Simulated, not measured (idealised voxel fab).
A process module follows: voxel wiring stack.
Cross-section cut: width 210 nm, square cells of 5 nm.
Bands, listed from the top down, are how a cross-section gets written in this document; the cross-section itself is a grid of square cells, and a band is one or more rows of them.
Each band's line starts with the height of the band's top and of its bottom, in nm. Then come its materials from left to right, each with its width in nm. One material with "everywhere" fills the band from edge to edge. "empty" is empty space.
We count height from 0. Below that, the starting wafer is all one material. The lowest band never ends at the bottom but goes on down; see "0..down" for how that is written.
The width entry "30->40" should be interpreted row by row: the top row of cells in the band takes the first number, the bottom row takes the second number, and the change between adjacent rows is uniform throughout.
What does "all unchanged" mean for a step? It means no cell of the cross-section changed in that step.
What "Tabulated closed voids" gives you is every empty space of 8 cells or more that is cut off from the top. Each appears as width x height at distance, with the distance taken from the left edge and width, height and distance all in nm.
Formally, on a step line, whatever follows the settings is a remark that the simulator itself makes on the step.
The line of a step may include "overlay nm". On a step with a mask, this value is how far to the right of its planned place the mask lay. A negative value means the mask lay to the left.
Steps planned for the process
1: RECEIVE, material Si
2: CONFORMAL_DEP, material SiO2, thk nm 10
3: CONFORMAL_DEP, material SiN, thk nm 5
4: DIRECTIONAL_DEP, material SiO2, thk nm 25
5: DIRECTIONAL_DEP, material aC, thk nm 10
6: PATTERN, tone open, mask id METAL_1, material resist, width nm 25, pitch nm 50, thk nm 30, overlay nm 0
7: DIRECTIONAL_ETCH, etch materials aC, depth nm 10
8: STRIP, etch materials resist
9: DIRECTIONAL_ETCH, etch materials SiO2, depth nm 25
10: DIRECTIONAL_ETCH, etch materials SiN, depth nm 5
11: STRIP, etch materials aC
12: CONFORMAL_DEP, material TiN, thk nm 5
13: FILL_DEP, material Cu, thk nm 5
14: CMP, height nm 40
15: CONFORMAL_DEP, material SiCN, thk nm 5
16: DIRECTIONAL_DEP, material SiO2, thk nm 25
17: MASKED_ETCH, tone open, mask id METAL_2_HOLES, width nm 15, pitch nm 50, etch materials SiO2, depth nm 25, overlay nm 0
18: MASKED_ETCH, tone open, mask id METAL_2, width nm 25, pitch nm 50, etch materials SiO2, depth nm 15, overlay nm 0
19: MASKED_ETCH, tone open, mask id METAL_2, width nm 25, pitch nm 50, etch materials SiCN, depth nm 5, overlay nm 0
20: CONFORMAL_DEP, material TiN, thk nm 5
21: FILL_DEP, material Cu, thk nm 10
22: CMP, height nm 70
23: CONFORMAL_DEP, material SiCN, thk nm 5
24: DIRECTIONAL_DEP, material lowk, thk nm 35
25: PATTERN, tone open, mask id METAL_3, material resist, width nm 25, pitch nm 50, thk nm 15, overlay nm 0
26: DIRECTIONAL_ETCH, etch materials lowk, depth nm 20
27: STRIP, etch materials resist
28: DIRECTIONAL_DEP, material aC, thk nm 15
29: PATTERN, tone open, mask id METAL_3_HOLES, material resist, width nm 15, pitch nm 50, thk nm 35, overlay nm 0
30: DIRECTIONAL_ETCH, etch materials aC, depth nm 15
31: STRIP, etch materials resist
32: DIRECTIONAL_ETCH, etch materials lowk, depth nm 15
33: DIRECTIONAL_ETCH, etch materials SiCN, depth nm 5
34: STRIP, etch materials aC
35: CONFORMAL_DEP, material TiN, thk nm 5
36: FILL_DEP, material Cu, thk nm 5
37: CMP, height nm 110
38: CONFORMAL_DEP, material SiN, thk nm 5
First wafer of two (run as planned)
Wafer as received: cross-section following step 1
    0..down: Si everywhere
    Tabulated closed voids: none
You're looking at a cross-section of the wafer after step 2
    10..0: SiO2 everywhere
    Below a height of 0, the structure has not been altered.
You're looking at a cross-section of the wafer after step 3
    15..10: SiN everywhere
    Below a height of 10, the structure has not been altered.
You're looking at a cross-section of the wafer after step 4
    40..15: SiO2 everywhere
    Below a height of 15, the structure has not been altered.
You're looking at a cross-section of the wafer after step 5
    50..40: aC everywhere
    Below a height of 40, the structure has not been altered.
You're looking at a cross-section of the wafer after step 6
    80..50: 15 nm resist / 25 nm empty / 25 nm resist / 25 nm empty / 25 nm resist / 25 nm empty / 25 nm resist / 25 nm empty / 20 nm resist
    Below a height of 50, the structure has not been altered.
You're looking at a cross-section of the wafer after step 7
    70..50: 15 nm resist / 25 nm empty / 25 nm resist / 25 nm empty / 25 nm resist / 25 nm empty / 25 nm resist / 25 nm empty / 20 nm resist
    50..40: 15 nm aC / 25 nm empty / 25 nm aC / 25 nm empty / 25 nm aC / 25 nm empty / 25 nm aC / 25 nm empty / 20 nm aC
    Below a height of 40, the structure has not been altered.
You're looking at a cross-section of the wafer after step 8
    50..40: 15 nm aC / 25 nm empty / 25 nm aC / 25 nm empty / 25 nm aC / 25 nm empty / 25 nm aC / 25 nm empty / 20 nm aC
    Below a height of 40, the structure has not been altered.
You're looking at a cross-section of the wafer after step 9
    50..40: 15 nm aC / 25 nm empty / 25 nm aC / 25 nm empty / 25 nm aC / 25 nm empty / 25 nm aC / 25 nm empty / 20 nm aC
    40..15: 15 nm SiO2 / 25 nm empty / 25 nm SiO2 / 25 nm empty / 25 nm SiO2 / 25 nm empty / 25 nm SiO2 / 25 nm empty / 20 nm SiO2
    Below a height of 15, the structure has not been altered.
You're looking at a cross-section of the wafer after step 10
    50..40: 15 nm aC / 25 nm empty / 25 nm aC / 25 nm empty / 25 nm aC / 25 nm empty / 25 nm aC / 25 nm empty / 20 nm aC
    40..15: 15 nm SiO2 / 25 nm empty / 25 nm SiO2 / 25 nm empty / 25 nm SiO2 / 25 nm empty / 25 nm SiO2 / 25 nm empty / 20 nm SiO2
    15..10: 15 nm SiN / 25 nm empty / 25 nm SiN / 25 nm empty / 25 nm SiN / 25 nm empty / 25 nm SiN / 25 nm empty / 20 nm SiN
    Below a height of 10, the structure has not been altered.
You're looking at a cross-section of the wafer after step 11
    40..15: 15 nm SiO2 / 25 nm empty / 25 nm SiO2 / 25 nm empty / 25 nm SiO2 / 25 nm empty / 25 nm SiO2 / 25 nm empty / 20 nm SiO2
    Below a height of 15, the structure has not been altered.
You're looking at a cross-section of the wafer after step 12
    45..40: 20 nm TiN / 15 nm empty / 35 nm TiN / 15 nm empty / 35 nm TiN / 15 nm empty / 35 nm TiN / 15 nm empty / 25 nm TiN
    40..15: 15 nm SiO2 / 5 nm TiN / 15 nm empty / 5 nm TiN / 25 nm SiO2 / 5 nm TiN / 15 nm empty / 5 nm TiN / 25 nm SiO2 / 5 nm TiN / 15 nm empty / 5 nm TiN / 25 nm SiO2 / 5 nm TiN / 15 nm empty / 5 nm TiN / 20 nm SiO2
    15..10: 15 nm SiN / 25 nm TiN / 25 nm SiN / 25 nm TiN / 25 nm SiN / 25 nm TiN / 25 nm SiN / 25 nm TiN / 20 nm SiN
    Below a height of 10, the structure has not been altered.
You're looking at a cross-section of the wafer after step 13
    50..45: Cu everywhere
    45..40: 20 nm TiN / 15 nm Cu / 35 nm TiN / 15 nm Cu / 35 nm TiN / 15 nm Cu / 35 nm TiN / 15 nm Cu / 25 nm TiN
    40..15: 15 nm SiO2 / 5 nm TiN / 15 nm Cu / 5 nm TiN / 25 nm SiO2 / 5 nm TiN / 15 nm Cu / 5 nm TiN / 25 nm SiO2 / 5 nm TiN / 15 nm Cu / 5 nm TiN / 25 nm SiO2 / 5 nm TiN / 15 nm Cu / 5 nm TiN / 20 nm SiO2
    Below a height of 15, the structure has not been altered.
You're looking at a cross-section of the wafer after step 14
    40..15: 15 nm SiO2 / 5 nm TiN / 15 nm Cu / 5 nm TiN / 25 nm SiO2 / 5 nm TiN / 15 nm Cu / 5 nm TiN / 25 nm SiO2 / 5 nm TiN / 15 nm Cu / 5 nm TiN / 25 nm SiO2 / 5 nm TiN / 15 nm Cu / 5 nm TiN / 20 nm SiO2
    Below a height of 15, the structure has not been altered.
You're looking at a cross-section of the wafer after step 15
    45..40: SiCN everywhere
    Below a height of 40, the structure has not been altered.
You're looking at a cross-section of the wafer after step 16
    70..45: SiO2 everywhere
    Below a height of 45, the structure has not been altered.
You're looking at a cross-section of the wafer after step 17
    70..45: 15 nm SiO2 / 15 nm empty / 35 nm SiO2 / 15 nm empty / 35 nm SiO2 / 15 nm empty / 35 nm SiO2 / 15 nm empty / 30 nm SiO2
    Below a height of 45, the structure has not been altered.
You're looking at a cross-section of the wafer after step 18
    70..55: 15 nm SiO2 / 25 nm empty / 25 nm SiO2 / 25 nm empty / 25 nm SiO2 / 25 nm empty / 25 nm SiO2 / 25 nm empty / 20 nm SiO2
    Below a height of 55, the structure has not been altered.
You're looking at a cross-section of the wafer after step 19
    70..55: 15 nm SiO2 / 25 nm empty / 25 nm SiO2 / 25 nm empty / 25 nm SiO2 / 25 nm empty / 25 nm SiO2 / 25 nm empty / 20 nm SiO2
    55..45: 15 nm SiO2 / 15 nm empty / 35 nm SiO2 / 15 nm empty / 35 nm SiO2 / 15 nm empty / 35 nm SiO2 / 15 nm empty / 30 nm SiO2
    45..40: 15 nm SiCN / 15 nm empty / 35 nm SiCN / 15 nm empty / 35 nm SiCN / 15 nm empty / 35 nm SiCN / 15 nm empty / 30 nm SiCN
    Below a height of 40, the structure has not been altered.
You're looking at a cross-section of the wafer after step 20
    75..70: 20 nm TiN / 15 nm empty / 35 nm TiN / 15 nm empty / 35 nm TiN / 15 nm empty / 35 nm TiN / 15 nm empty / 25 nm TiN
    70..60: 15 nm SiO2 / 5 nm TiN / 15 nm empty / 5 nm TiN / 25 nm SiO2 / 5 nm TiN / 15 nm empty / 5 nm TiN / 25 nm SiO2 / 5 nm TiN / 15 nm empty / 5 nm TiN / 25 nm SiO2 / 5 nm TiN / 15 nm empty / 5 nm TiN / 20 nm SiO2
    60..55: 15 nm SiO2 / 5 nm TiN / 5 nm empty / 15 nm TiN / 25 nm SiO2 / 5 nm TiN / 5 nm empty / 15 nm TiN / 25 nm SiO2 / 5 nm TiN / 5 nm empty / 15 nm TiN / 25 nm SiO2 / 5 nm TiN / 5 nm empty / 15 nm TiN / 20 nm SiO2
    55..45: 15 nm SiO2 / 5 nm TiN / 5 nm empty / 5 nm TiN / 35 nm SiO2 / 5 nm TiN / 5 nm empty / 5 nm TiN / 35 nm SiO2 / 5 nm TiN / 5 nm empty / 5 nm TiN / 35 nm SiO2 / 5 nm TiN / 5 nm empty / 5 nm TiN / 30 nm SiO2
    45..40: 15 nm SiCN / 15 nm TiN / 35 nm SiCN / 15 nm TiN / 35 nm SiCN / 15 nm TiN / 35 nm SiCN / 15 nm TiN / 30 nm SiCN
    Below a height of 40, the structure has not been altered.
You're looking at a cross-section of the wafer after step 21
    85..75: Cu everywhere
    75..70: 20 nm TiN / 15 nm Cu / 35 nm TiN / 15 nm Cu / 35 nm TiN / 15 nm Cu / 35 nm TiN / 15 nm Cu / 25 nm TiN
    70..60: 15 nm SiO2 / 5 nm TiN / 15 nm Cu / 5 nm TiN / 25 nm SiO2 / 5 nm TiN / 15 nm Cu / 5 nm TiN / 25 nm SiO2 / 5 nm TiN / 15 nm Cu / 5 nm TiN / 25 nm SiO2 / 5 nm TiN / 15 nm Cu / 5 nm TiN / 20 nm SiO2
    60..55: 15 nm SiO2 / 5 nm TiN / 5 nm Cu / 15 nm TiN / 25 nm SiO2 / 5 nm TiN / 5 nm Cu / 15 nm TiN / 25 nm SiO2 / 5 nm TiN / 5 nm Cu / 15 nm TiN / 25 nm SiO2 / 5 nm TiN / 5 nm Cu / 15 nm TiN / 20 nm SiO2
    55..45: 15 nm SiO2 / 5 nm TiN / 5 nm Cu / 5 nm TiN / 35 nm SiO2 / 5 nm TiN / 5 nm Cu / 5 nm TiN / 35 nm SiO2 / 5 nm TiN / 5 nm Cu / 5 nm TiN / 35 nm SiO2 / 5 nm TiN / 5 nm Cu / 5 nm TiN / 30 nm SiO2
    Below a height of 45, the structure has not been altered.
You're looking at a cross-section of the wafer after step 22
    70..60: 15 nm SiO2 / 5 nm TiN / 15 nm Cu / 5 nm TiN / 25 nm SiO2 / 5 nm TiN / 15 nm Cu / 5 nm TiN / 25 nm SiO2 / 5 nm TiN / 15 nm Cu / 5 nm TiN / 25 nm SiO2 / 5 nm TiN / 15 nm Cu / 5 nm TiN / 20 nm SiO2
    Below a height of 60, the structure has not been altered.
You're looking at a cross-section of the wafer after step 23
    75..70: SiCN everywhere
    Below a height of 70, the structure has not been altered.
You're looking at a cross-section of the wafer after step 24
    110..75: lowk everywhere
    Below a height of 75, the structure has not been altered.
You're looking at a cross-section of the wafer after step 25
    125..110: 15 nm resist / 25 nm empty / 25 nm resist / 25 nm empty / 25 nm resist / 25 nm empty / 25 nm resist / 25 nm empty / 20 nm resist
    Below a height of 110, the structure has not been altered.
You're looking at a cross-section of the wafer after step 26
    125..110: 15 nm resist / 25 nm empty / 25 nm resist / 25 nm empty / 25 nm resist / 25 nm empty / 25 nm resist / 25 nm empty / 20 nm resist
    110..90: 15 nm lowk / 25 nm empty / 25 nm lowk / 25 nm empty / 25 nm lowk / 25 nm empty / 25 nm lowk / 25 nm empty / 20 nm lowk
    Below a height of 90, the structure has not been altered.
You're looking at a cross-section of the wafer after step 27
    110..90: 15 nm lowk / 25 nm empty / 25 nm lowk / 25 nm empty / 25 nm lowk / 25 nm empty / 25 nm lowk / 25 nm empty / 20 nm lowk
    Below a height of 90, the structure has not been altered.
You're looking at a cross-section of the wafer after step 28
    125..110: 15 nm aC / 25 nm empty / 25 nm aC / 25 nm empty / 25 nm aC / 25 nm empty / 25 nm aC / 25 nm empty / 20 nm aC
    110..105: 15 nm lowk / 25 nm empty / 25 nm lowk / 25 nm empty / 25 nm lowk / 25 nm empty / 25 nm lowk / 25 nm empty / 20 nm lowk
    105..90: 15 nm lowk / 25 nm aC / 25 nm lowk / 25 nm aC / 25 nm lowk / 25 nm aC / 25 nm lowk / 25 nm aC / 20 nm lowk
    Below a height of 90, the structure has not been altered.
You're looking at a cross-section of the wafer after step 29
    160..125: 15 nm resist / 15 nm empty / 35 nm resist / 15 nm empty / 35 nm resist / 15 nm empty / 35 nm resist / 15 nm empty / 30 nm resist
    125..110: 15 nm aC / 15 nm empty / 10 nm resist / 25 nm aC / 15 nm empty / 10 nm resist / 25 nm aC / 15 nm empty / 10 nm resist / 25 nm aC / 15 nm empty / 10 nm resist / 20 nm aC
    110..105: 15 nm lowk / 15 nm empty / 10 nm resist / 25 nm lowk / 15 nm empty / 10 nm resist / 25 nm lowk / 15 nm empty / 10 nm resist / 25 nm lowk / 15 nm empty / 10 nm resist / 20 nm lowk
    Below a height of 105, the structure has not been altered.
You're looking at a cross-section of the wafer after step 30
    145..125: 15 nm resist / 15 nm empty / 35 nm resist / 15 nm empty / 35 nm resist / 15 nm empty / 35 nm resist / 15 nm empty / 30 nm resist
    125..110: 15 nm aC / 15 nm empty / 10 nm resist / 25 nm aC / 15 nm empty / 10 nm resist / 25 nm aC / 15 nm empty / 10 nm resist / 25 nm aC / 15 nm empty / 10 nm resist / 20 nm aC
    110..105: 15 nm lowk / 15 nm empty / 10 nm resist / 25 nm lowk / 15 nm empty / 10 nm resist / 25 nm lowk / 15 nm empty / 10 nm resist / 25 nm lowk / 15 nm empty / 10 nm resist / 20 nm lowk
    105..90: 15 nm lowk / 15 nm empty / 10 nm aC / 25 nm lowk / 15 nm empty / 10 nm aC / 25 nm lowk / 15 nm empty / 10 nm aC / 25 nm lowk / 15 nm empty / 10 nm aC / 20 nm lowk
    Below a height of 90, the structure has not been altered.
You're looking at a cross-section of the wafer after step 31
    125..110: 15 nm aC / 25 nm empty / 25 nm aC / 25 nm empty / 25 nm aC / 25 nm empty / 25 nm aC / 25 nm empty / 20 nm aC
    110..105: 15 nm lowk / 25 nm empty / 25 nm lowk / 25 nm empty / 25 nm lowk / 25 nm empty / 25 nm lowk / 25 nm empty / 20 nm lowk
    Below a height of 105, the structure has not been altered.
You're looking at a cross-section of the wafer after step 32
    125..110: 15 nm aC / 25 nm empty / 25 nm aC / 25 nm empty / 25 nm aC / 25 nm empty / 25 nm aC / 25 nm empty / 20 nm aC
    110..105: 15 nm lowk / 25 nm empty / 25 nm lowk / 25 nm empty / 25 nm lowk / 25 nm empty / 25 nm lowk / 25 nm empty / 20 nm lowk
    105..90: 15 nm lowk / 15 nm empty / 10 nm aC / 25 nm lowk / 15 nm empty / 10 nm aC / 25 nm lowk / 15 nm empty / 10 nm aC / 25 nm lowk / 15 nm empty / 10 nm aC / 20 nm lowk
    90..75: 15 nm lowk / 15 nm empty / 35 nm lowk / 15 nm empty / 35 nm lowk / 15 nm empty / 35 nm lowk / 15 nm empty / 30 nm lowk
    Below a height of 75, the structure has not been altered.
You're looking at a cross-section of the wafer after step 33
    125..110: 15 nm aC / 25 nm empty / 25 nm aC / 25 nm empty / 25 nm aC / 25 nm empty / 25 nm aC / 25 nm empty / 20 nm aC
    110..105: 15 nm lowk / 25 nm empty / 25 nm lowk / 25 nm empty / 25 nm lowk / 25 nm empty / 25 nm lowk / 25 nm empty / 20 nm lowk
    105..90: 15 nm lowk / 15 nm empty / 10 nm aC / 25 nm lowk / 15 nm empty / 10 nm aC / 25 nm lowk / 15 nm empty / 10 nm aC / 25 nm lowk / 15 nm empty / 10 nm aC / 20 nm lowk
    90..75: 15 nm lowk / 15 nm empty / 35 nm lowk / 15 nm empty / 35 nm lowk / 15 nm empty / 35 nm lowk / 15 nm empty / 30 nm lowk
    75..70: 15 nm SiCN / 15 nm empty / 35 nm SiCN / 15 nm empty / 35 nm SiCN / 15 nm empty / 35 nm SiCN / 15 nm empty / 30 nm SiCN
    Below a height of 70, the structure has not been altered.
You're looking at a cross-section of the wafer after step 34
    110..90: 15 nm lowk / 25 nm empty / 25 nm lowk / 25 nm empty / 25 nm lowk / 25 nm empty / 25 nm lowk / 25 nm empty / 20 nm lowk
    Below a height of 90, the structure has not been altered.
You're looking at a cross-section of the wafer after step 35
    115..110: 20 nm TiN / 15 nm empty / 35 nm TiN / 15 nm empty / 35 nm TiN / 15 nm empty / 35 nm TiN / 15 nm empty / 25 nm TiN
    110..95: 15 nm lowk / 5 nm TiN / 15 nm empty / 5 nm TiN / 25 nm lowk / 5 nm TiN / 15 nm empty / 5 nm TiN / 25 nm lowk / 5 nm TiN / 15 nm empty / 5 nm TiN / 25 nm lowk / 5 nm TiN / 15 nm empty / 5 nm TiN / 20 nm lowk
    95..90: 15 nm lowk / 5 nm TiN / 5 nm empty / 15 nm TiN / 25 nm lowk / 5 nm TiN / 5 nm empty / 15 nm TiN / 25 nm lowk / 5 nm TiN / 5 nm empty / 15 nm TiN / 25 nm lowk / 5 nm TiN / 5 nm empty / 15 nm TiN / 20 nm lowk
    90..75: 15 nm lowk / 5 nm TiN / 5 nm empty / 5 nm TiN / 35 nm lowk / 5 nm TiN / 5 nm empty / 5 nm TiN / 35 nm lowk / 5 nm TiN / 5 nm empty / 5 nm TiN / 35 nm lowk / 5 nm TiN / 5 nm empty / 5 nm TiN / 30 nm lowk
    75..70: 15 nm SiCN / 15 nm TiN / 35 nm SiCN / 15 nm TiN / 35 nm SiCN / 15 nm TiN / 35 nm SiCN / 15 nm TiN / 30 nm SiCN
    Below a height of 70, the structure has not been altered.
You're looking at a cross-section of the wafer after step 36
    120..115: Cu everywhere
    115..110: 20 nm TiN / 15 nm Cu / 35 nm TiN / 15 nm Cu / 35 nm TiN / 15 nm Cu / 35 nm TiN / 15 nm Cu / 25 nm TiN
    110..95: 15 nm lowk / 5 nm TiN / 15 nm Cu / 5 nm TiN / 25 nm lowk / 5 nm TiN / 15 nm Cu / 5 nm TiN / 25 nm lowk / 5 nm TiN / 15 nm Cu / 5 nm TiN / 25 nm lowk / 5 nm TiN / 15 nm Cu / 5 nm TiN / 20 nm lowk
    95..90: 15 nm lowk / 5 nm TiN / 5 nm Cu / 15 nm TiN / 25 nm lowk / 5 nm TiN / 5 nm Cu / 15 nm TiN / 25 nm lowk / 5 nm TiN / 5 nm Cu / 15 nm TiN / 25 nm lowk / 5 nm TiN / 5 nm Cu / 15 nm TiN / 20 nm lowk
    90..75: 15 nm lowk / 5 nm TiN / 5 nm Cu / 5 nm TiN / 35 nm lowk / 5 nm TiN / 5 nm Cu / 5 nm TiN / 35 nm lowk / 5 nm TiN / 5 nm Cu / 5 nm TiN / 35 nm lowk / 5 nm TiN / 5 nm Cu / 5 nm TiN / 30 nm lowk
    Below a height of 75, the structure has not been altered.
You're looking at a cross-section of the wafer after step 37
    110..95: 15 nm lowk / 5 nm TiN / 15 nm Cu / 5 nm TiN / 25 nm lowk / 5 nm TiN / 15 nm Cu / 5 nm TiN / 25 nm lowk / 5 nm TiN / 15 nm Cu / 5 nm TiN / 25 nm lowk / 5 nm TiN / 15 nm Cu / 5 nm TiN / 20 nm lowk
    Below a height of 95, the structure has not been altered.
You're looking at a cross-section of the wafer after step 38
    115..110: SiN everywhere
    Below a height of 110, the structure has not been altered.
Regarding the second of the two wafers: it shared the first wafer's starting condition and process plan, yet one error occurred during its execution. Its history coincides with that of the first wafer up to and including step 28
Second wafer, sectioned view, at step 29's planned end time
    160..125: 15 nm resist / 20 nm empty / 30 nm resist / 20 nm empty / 30 nm resist / 20 nm empty / 30 nm resist / 20 nm empty / 25 nm resist
    125..110: 15 nm aC / 20 nm empty / 5 nm resist / 25 nm aC / 20 nm empty / 5 nm resist / 25 nm aC / 20 nm empty / 5 nm resist / 25 nm aC / 20 nm empty / 5 nm resist / 20 nm aC
    110..105: 15 nm lowk / 20 nm empty / 5 nm resist / 25 nm lowk / 20 nm empty / 5 nm resist / 25 nm lowk / 20 nm empty / 5 nm resist / 25 nm lowk / 20 nm empty / 5 nm resist / 20 nm lowk
    Below a height of 105, the structure has not been altered.
Second wafer, sectioned view, at step 30's planned end time
    145..125: 15 nm resist / 20 nm empty / 30 nm resist / 20 nm empty / 30 nm resist / 20 nm empty / 30 nm resist / 20 nm empty / 25 nm resist
    125..110: 15 nm aC / 20 nm empty / 5 nm resist / 25 nm aC / 20 nm empty / 5 nm resist / 25 nm aC / 20 nm empty / 5 nm resist / 25 nm aC / 20 nm empty / 5 nm resist / 20 nm aC
    110..105: 15 nm lowk / 20 nm empty / 5 nm resist / 25 nm lowk / 20 nm empty / 5 nm resist / 25 nm lowk / 20 nm empty / 5 nm resist / 25 nm lowk / 20 nm empty / 5 nm resist / 20 nm lowk
    105..90: 15 nm lowk / 20 nm empty / 5 nm aC / 25 nm lowk / 20 nm empty / 5 nm aC / 25 nm lowk / 20 nm empty / 5 nm aC / 25 nm lowk / 20 nm empty / 5 nm aC / 20 nm lowk
    Below a height of 90, the structure has not been altered.
Second wafer, sectioned view, at step 31's planned end time
    125..110: 15 nm aC / 25 nm empty / 25 nm aC / 25 nm empty / 25 nm aC / 25 nm empty / 25 nm aC / 25 nm empty / 20 nm aC
    110..105: 15 nm lowk / 25 nm empty / 25 nm lowk / 25 nm empty / 25 nm lowk / 25 nm empty / 25 nm lowk / 25 nm empty / 20 nm lowk
    Below a height of 105, the structure has not been altered.
Second wafer, sectioned view, at step 32's planned end time
    125..110: 15 nm aC / 25 nm empty / 25 nm aC / 25 nm empty / 25 nm aC / 25 nm empty / 25 nm aC / 25 nm empty / 20 nm aC
    110..105: 15 nm lowk / 25 nm empty / 25 nm lowk / 25 nm empty / 25 nm lowk / 25 nm empty / 25 nm lowk / 25 nm empty / 20 nm lowk
    105..90: 15 nm lowk / 20 nm empty / 5 nm aC / 25 nm lowk / 20 nm empty / 5 nm aC / 25 nm lowk / 20 nm empty / 5 nm aC / 25 nm lowk / 20 nm empty / 5 nm aC / 20 nm lowk
    90..75: 15 nm lowk / 20 nm empty / 30 nm lowk / 20 nm empty / 30 nm lowk / 20 nm empty / 30 nm lowk / 20 nm empty / 25 nm lowk
    Below a height of 75, the structure has not been altered.
Second wafer, sectioned view, at step 33's planned end time
    125..110: 15 nm aC / 25 nm empty / 25 nm aC / 25 nm empty / 25 nm aC / 25 nm empty / 25 nm aC / 25 nm empty / 20 nm aC
    110..105: 15 nm lowk / 25 nm empty / 25 nm lowk / 25 nm empty / 25 nm lowk / 25 nm empty / 25 nm lowk / 25 nm empty / 20 nm lowk
    105..90: 15 nm lowk / 20 nm empty / 5 nm aC / 25 nm lowk / 20 nm empty / 5 nm aC / 25 nm lowk / 20 nm empty / 5 nm aC / 25 nm lowk / 20 nm empty / 5 nm aC / 20 nm lowk
    90..75: 15 nm lowk / 20 nm empty / 30 nm lowk / 20 nm empty / 30 nm lowk / 20 nm empty / 30 nm lowk / 20 nm empty / 25 nm lowk
    75..70: 15 nm SiCN / 20 nm empty / 30 nm SiCN / 20 nm empty / 30 nm SiCN / 20 nm empty / 30 nm SiCN / 20 nm empty / 25 nm SiCN
    Below a height of 70, the structure has not been altered.
Second wafer, sectioned view, at step 34's planned end time
    110..90: 15 nm lowk / 25 nm empty / 25 nm lowk / 25 nm empty / 25 nm lowk / 25 nm empty / 25 nm lowk / 25 nm empty / 20 nm lowk
    Below a height of 90, the structure has not been altered.
Second wafer, sectioned view, at step 35's planned end time
    115..110: 20 nm TiN / 15 nm empty / 35 nm TiN / 15 nm empty / 35 nm TiN / 15 nm empty / 35 nm TiN / 15 nm empty / 25 nm TiN
    110..95: 15 nm lowk / 5 nm TiN / 15 nm empty / 5 nm TiN / 25 nm lowk / 5 nm TiN / 15 nm empty / 5 nm TiN / 25 nm lowk / 5 nm TiN / 15 nm empty / 5 nm TiN / 25 nm lowk / 5 nm TiN / 15 nm empty / 5 nm TiN / 20 nm lowk
    95..90: 15 nm lowk / 5 nm TiN / 10 nm empty / 10 nm TiN / 25 nm lowk / 5 nm TiN / 10 nm empty / 10 nm TiN / 25 nm lowk / 5 nm TiN / 10 nm empty / 10 nm TiN / 25 nm lowk / 5 nm TiN / 10 nm empty / 10 nm TiN / 20 nm lowk
    90..75: 15 nm lowk / 5 nm TiN / 10 nm empty / 5 nm TiN / 30 nm lowk / 5 nm TiN / 10 nm empty / 5 nm TiN / 30 nm lowk / 5 nm TiN / 10 nm empty / 5 nm TiN / 30 nm lowk / 5 nm TiN / 10 nm empty / 5 nm TiN / 25 nm lowk
    75..70: 15 nm SiCN / 20 nm TiN / 30 nm SiCN / 20 nm TiN / 30 nm SiCN / 20 nm TiN / 30 nm SiCN / 20 nm TiN / 25 nm SiCN
    Below a height of 70, the structure has not been altered.
Second wafer, sectioned view, at step 36's planned end time
    120..115: Cu everywhere
    115..110: 20 nm TiN / 15 nm Cu / 35 nm TiN / 15 nm Cu / 35 nm TiN / 15 nm Cu / 35 nm TiN / 15 nm Cu / 25 nm TiN
    110..95: 15 nm lowk / 5 nm TiN / 15 nm Cu / 5 nm TiN / 25 nm lowk / 5 nm TiN / 15 nm Cu / 5 nm TiN / 25 nm lowk / 5 nm TiN / 15 nm Cu / 5 nm TiN / 25 nm lowk / 5 nm TiN / 15 nm Cu / 5 nm TiN / 20 nm lowk
    95..90: 15 nm lowk / 5 nm TiN / 10 nm Cu / 10 nm TiN / 25 nm lowk / 5 nm TiN / 10 nm Cu / 10 nm TiN / 25 nm lowk / 5 nm TiN / 10 nm Cu / 10 nm TiN / 25 nm lowk / 5 nm TiN / 10 nm Cu / 10 nm TiN / 20 nm lowk
    90..75: 15 nm lowk / 5 nm TiN / 10 nm Cu / 5 nm TiN / 30 nm lowk / 5 nm TiN / 10 nm Cu / 5 nm TiN / 30 nm lowk / 5 nm TiN / 10 nm Cu / 5 nm TiN / 30 nm lowk / 5 nm TiN / 10 nm Cu / 5 nm TiN / 25 nm lowk
    Below a height of 75, the structure has not been altered.
Second wafer, sectioned view, at step 37's planned end time
    110..95: 15 nm lowk / 5 nm TiN / 15 nm Cu / 5 nm TiN / 25 nm lowk / 5 nm TiN / 15 nm Cu / 5 nm TiN / 25 nm lowk / 5 nm TiN / 15 nm Cu / 5 nm TiN / 25 nm lowk / 5 nm TiN / 15 nm Cu / 5 nm TiN / 20 nm lowk
    Below a height of 95, the structure has not been altered.
Second wafer, sectioned view, at step 38's planned end time
    115..110: SiN everywhere
    Below a height of 110, the structure has not been altered.
The mistake made against the process plan was this: step 29 did not happen as planned, as run it was PATTERN, tone open, mask id METAL_3_HOLES, material resist, width nm 20, pitch nm 50, thk nm 35, overlay nm 0
Per the end-of-run cell counts, the second wafer holds more or fewer of some materials than the first: 16 more of Cu; 4 fewer of SiCN; 12 fewer of lowk
